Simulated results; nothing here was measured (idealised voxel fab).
A process module follows: voxel plated lines.
295 nm wide, 5 nm square cells: that's cross-section cut.
Heads up, the way a cross-section reads in here is a grid of square cells, handed over as bands from the top down, with every band being one or more rows of cells. Read a band's entry like this: the first values are the height of its top and the height of its bottom in nm, and what follows is the sequence of materials from left to right, each with its width in nm. Note that "air" is empty space, and that a single material marked "edge to edge" reaches across the band from edge to edge. It should be noted that heights are counted from 0, beneath which the wafer as supplied is of one material throughout, and that the lowest band possesses no lower boundary but continues downward, as written in "0 -> down". Width: "30 to 40" (first number = top row, second number = bottom row, same change from row to row of cells). Step marked "left unchanged"? Then no cell in the cross-section changed in it. "Sealed void listing" specifies each empty space that is not open to the top and that occupies no fewer than 8 cells, using the form width x height at distance, the distance measured from the left edge and all three quantities in nm. What comes after the settings on a step's line is commentary from the simulator itself on that step. For masked steps, "overlay nm" on the step line gives how far right of plan the mask actually lay; a minus sign means it lay to the left.

# Listed below are the process steps as planned
1 RECEIVE with material Si
2 CONFORMAL_DEP with material Al2O3, thk nm 10
3 DIRECTIONAL_DEP with material TiN, thk nm 5
4 PATTERN with tone open, mask id LINES, material resist, width nm 30, pitch nm 60, thk nm 20, overlay nm 0
5 EPI with material Ru, thk nm 10
6 STRIP with etch materials resist
7 DIRECTIONAL_ETCH with etch materials TiN, depth nm 5
8 CONFORMAL_DEP with material SiN, thk nm 10

# First of two wafers, processed according to plan

# Cross-section of the wafer as it came to us, i.e., already through step 1
* 0 -> down  Si edge to edge
* Sealed void listing: none

# after step 2
* 10 -> 0  Al2O3 edge to edge
* Note: structure below 0 unchanged.

# after step 3
* 15 -> 10  TiN edge to edge
* Note: structure below 10 unchanged.

# after step 4
* 35 -> 15  resist (70); air (30); resist (30); air (30); resist (30); air (30); resist (75)
* Note: structure below 15 unchanged.

# after step 5
* 35 -> 25  resist (70); air (30); resist (30); air (30); resist (30); air (30); resist (75)
* 25 -> 15  resist (70); Ru (30); resist (30); Ru (30); resist (30); Ru (30); resist (75)
* Note: structure below 15 unchanged.

# after step 6
* 25 -> 15  air (70); Ru (30); air (30); Ru (30); air (30); Ru (30); air (75)
* Note: structure below 15 unchanged.

# after step 7
* 25 -> 15  air (70); Ru (30); air (30); Ru (30); air (30); Ru (30); air (75)
* 15 -> 10  air (70); TiN (30); air (30); TiN (30); air (30); TiN (30); air (75)
* Note: structure below 10 unchanged.

# after step 8
* 35 -> 25  air (60); SiN (50); air (10); SiN (50); air (10); SiN (50); air (65)
* 25 -> 20  air (60); SiN (10); Ru (30); SiN (10); air (10); SiN (10); Ru (30); SiN (10); air (10); SiN (10); Ru (30); SiN (10); air (65)
* 20 -> 15  SiN (70); Ru (30); SiN (30); Ru (30); SiN (30); Ru (30); SiN (75)
* 15 -> 10  SiN (70); TiN (30); SiN (30); TiN (30); SiN (30); TiN (30); SiN (75)
* Note: structure below 10 unchanged.

# For the second wafer, take the first wafer's start and plan, then add one mistake made in running it; everything through step 1, that step included, is shared with the first

The second wafer cut through, at the time step 2 was supposed to be finished: left unchanged

# The second wafer cut through, at the time step 3 was supposed to be finished
* 5 -> 0  TiN edge to edge
* Note: structure below 0 unchanged.

# The second wafer cut through, at the time step 4 was supposed to be finished
* 25 -> 5  resist (70); air (30); resist (30); air (30); resist (30); air (30); resist (75)
* Note: structure below 5 unchanged.

# The second wafer cut through, at the time step 5 was supposed to be finished
* 25 -> 15  resist (70); air (30); resist (30); air (30); resist (30); air (30); resist (75)
* 15 -> 5  resist (70); Ru (30); resist (30); Ru (30); resist (30); Ru (30); resist (75)
* Note: structure below 5 unchanged.

# The second wafer cut through, at the time step 6 was supposed to be finished
* 15 -> 5  air (70); Ru (30); air (30); Ru (30); air (30); Ru (30); air (75)
* Note: structure below 5 unchanged.

# The second wafer cut through, at the time step 7 was supposed to be finished
* 15 -> 5  air (70); Ru (30); air (30); Ru (30); air (30); Ru (30); air (75)
* 5 -> 0  air (70); TiN (30); air (30); TiN (30); air (30); TiN (30); air (75)
* Note: structure below 0 unchanged.

# The second wafer cut through, at the time step 8 was supposed to be finished
* 25 -> 15  air (60); SiN (50); air (10); SiN (50); air (10); SiN (50); air (65)
* 15 -> 10  air (60); SiN (10); Ru (30); SiN (10); air (10); SiN (10); Ru (30); SiN (10); air (10); SiN (10); Ru (30); SiN (10); air (65)
* 10 -> 5  SiN (70); Ru (30); SiN (30); Ru (30); SiN (30); Ru (30); SiN (75)
* 5 -> 0  SiN (70); TiN (30); SiN (30); TiN (30); SiN (30); TiN (30); SiN (75)
* Note: structure below 0 unchanged.
Run error: the plan's step 2 was left out and never carried out
Once processing is complete, comparing cell counts shows that the second wafer has more or fewer of certain materials than the first: Al2O3 -118
